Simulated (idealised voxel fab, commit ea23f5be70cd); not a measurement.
Module name: voxel self aligned vias (process module)
Xsec cut, 170 nm wide, square cell size 5 nm.
Square cells in a grid make up a cross-section in this document, and the grid is given as bands, listed from the top down, each one or more rows of cells.
The band entry comprises the height of the band's top followed by the height of its bottom, expressed in nm, and subsequently the band's materials from left to right, each stated together with its width in nm. Where a single material is marked with the word "all across", that material fills the band from edge to edge. The word "blank" represents empty space.
Heads up on the height convention: 0 is the point under which the incoming wafer is all one material, and the lowest band has no bottom, it just keeps going down, like "top 0, no bottom".
Width "30->40": first value at the band's top row of cells, second value at its bottom row, equal change from row to row.
Reading "no change occurred" for a step: not a cell of the cross-section changed in it.
The entry "Voids, fully enclosed" lists the empty spaces that cover at least 8 cells and have no open path to the top. Each is written as width x height at distance, where the distance is measured from the left edge and all three values are in nm.
Where a step's line continues beyond its settings, the continuation is a remark by the simulator itself on that step.
The "overlay nm" setting may appear on a step's line; for a step that uses a mask, it gives how far to the right of its planned position the mask lay, and a negative value indicates the left.
Steps planned for the process:
1: RECEIVE (material Si)
2: CONFORMAL_DEP (material SiO2; thk nm 15)
3: CONFORMAL_DEP (material SiCN; thk nm 5)
4: DIRECTIONAL_DEP (material lowk; thk nm 30)
5: DIRECTIONAL_DEP (material aC; thk nm 15)
6: PATTERN (tone open; mask id LINES; material resist; width nm 30; pitch nm 60; thk nm 30; overlay nm 0)
7: DIRECTIONAL_ETCH (etch materials aC; depth nm 15)
8: STRIP (etch materials resist)
9: DIRECTIONAL_ETCH (etch materials lowk; depth nm 30)
10: STRIP (etch materials aC)
11: CONFORMAL_DEP (material TiN; thk nm 5)
12: FILL_DEP (material Ru; thk nm 5)
13: CMP (height nm 50)
14: SELECTIVE_ETCH (etch materials W Ru TiN; depth nm 5)
15: FILL_DEP (material SiN; thk nm 5)
16: CMP (height nm 50)
17: DIRECTIONAL_DEP (material lowk; thk nm 20)
18: DIRECTIONAL_DEP (material aC; thk nm 10)
19: PATTERN (tone open; mask id VIAS; material resist; width nm 40; thk nm 25; overlay nm 0)
20: DIRECTIONAL_ETCH (etch materials aC; depth nm 10)
21: STRIP (etch materials resist)
22: DIRECTIONAL_ETCH (etch materials lowk; depth nm 20)
23: DIRECTIONAL_ETCH (etch materials SiN; depth nm 5)
24: STRIP (etch materials aC)
25: CONFORMAL_DEP (material TiN; thk nm 5)
26: FILL_DEP (material W; thk nm 10)
27: CMP (height nm 70)
28: CONFORMAL_DEP (material SiN; thk nm 5)
Shown in cross-section is the wafer as received, that is, as it stands after step 1:
- top 0, no bottom  Si all across
- Voids, fully enclosed: none
The module was run from the start shown above using the plan shown above, but one mistake was made doing it; the resulting wafer cross-section is below:
- top 75, bottom 70  SiN all across
- top 70, bottom 55  lowk (35) | TiN (5) | W (30) | TiN (5) | lowk (95)
- top 55, bottom 50  lowk (35) | TiN (40) | lowk (95)
- top 50, bottom 45  SiCN all across
- top 45, bottom 15  lowk all across
- top 15, bottom 0  SiO2 all across
- top 0, no bottom  Si all across
- Voids, fully enclosed: none
Deviation from plan: swap of plan steps 3 and 4 during execution
